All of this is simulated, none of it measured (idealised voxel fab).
process module | voxel double patterning
cross-section cut | 290 nm wide | cells 5 nm
A cross-section is a grid of square cells, given in bands from the top down. A band is one or more rows of cells.
Each band's line starts with the height of the band's top and of its bottom, in nm. Then come its materials from left to right, each with its width in nm. One material with "throughout" fills the band from edge to edge. "air" is empty space.
Height 0 is the level under which the wafer as received is all one material. The lowest band goes on downwards, as in "0 down".
A width such as "30 to 40" changes by the same amount from each row of cells to the next, from the band's top row to its bottom row.
"no change" after a step means that no cell of the cross-section changed.
closed voids: empty space of 8 cells or more with no open way to the top, each as width x height at its distance from the left edge, in nm
after a step's settings: what the simulator itself notes on the step
overlay nm, on a step with a mask: how far to the right of its planned place the mask lay; to the left if negative
plan
1 op RECEIVE | material Si
2 op CONFORMAL_DEP | material SiO2 | thk nm 10
3 op DIRECTIONAL_DEP | material TiN | thk nm 10
4 op DIRECTIONAL_DEP | material SiN | thk nm 10
5 op DIRECTIONAL_DEP | material aC | thk nm 15
6 op PATTERN | tone open | mask id FIRST | material resist | width nm 15 | pitch nm 50 | thk nm 30 | overlay nm 0
7 op DIRECTIONAL_ETCH | etch materials aC | depth nm 15
8 op STRIP | etch materials resist
9 op DIRECTIONAL_ETCH | etch materials SiN | depth nm 10
10 op STRIP | etch materials aC
11 op PATTERN | tone open | mask id SECOND | material resist | width nm 15 | thk nm 20 | overlay nm 0
12 op DIRECTIONAL_ETCH | etch materials SiN | depth nm 10
13 op STRIP | etch materials resist
14 op DIRECTIONAL_ETCH | etch materials TiN | depth nm 5
15 op STRIP | etch materials SiN
varied across the wafers: depth nm of step 14. The plan shows the first wafer's value. All wafers start alike
first wafer as received, after step 1
  0 down: Si throughout
  closed voids: none
first wafer at the end, after step 15
  20 to 15: TiN 110 | air 15 | TiN 10 | air 15 | TiN 10 | air 15 | TiN 115
  15 to 10: TiN throughout
  10 to 0: SiO2 throughout
  0 down: Si throughout
  closed voids: none
last wafer at the end
  20 to 10: TiN 110 | air 15 | TiN 10 | air 15 | TiN 10 | air 15 | TiN 115
  10 to 0: SiO2 throughout
  0 down: Si throughout
  closed voids: none
each wafer at the end: cells of each material gained (+) or lost (-) since it was received, then its closed voids
depth nm 5 | +116 SiO2 | +107 TiN | closed voids: none
depth nm 10 | +116 SiO2 | +98 TiN | closed voids: none
depth nm 15 | +116 SiO2 | +98 TiN | closed voids: none
depth nm 20 | +116 SiO2 | +98 TiN | closed voids: none
depth nm 25 | +116 SiO2 | +98 TiN | closed voids: none
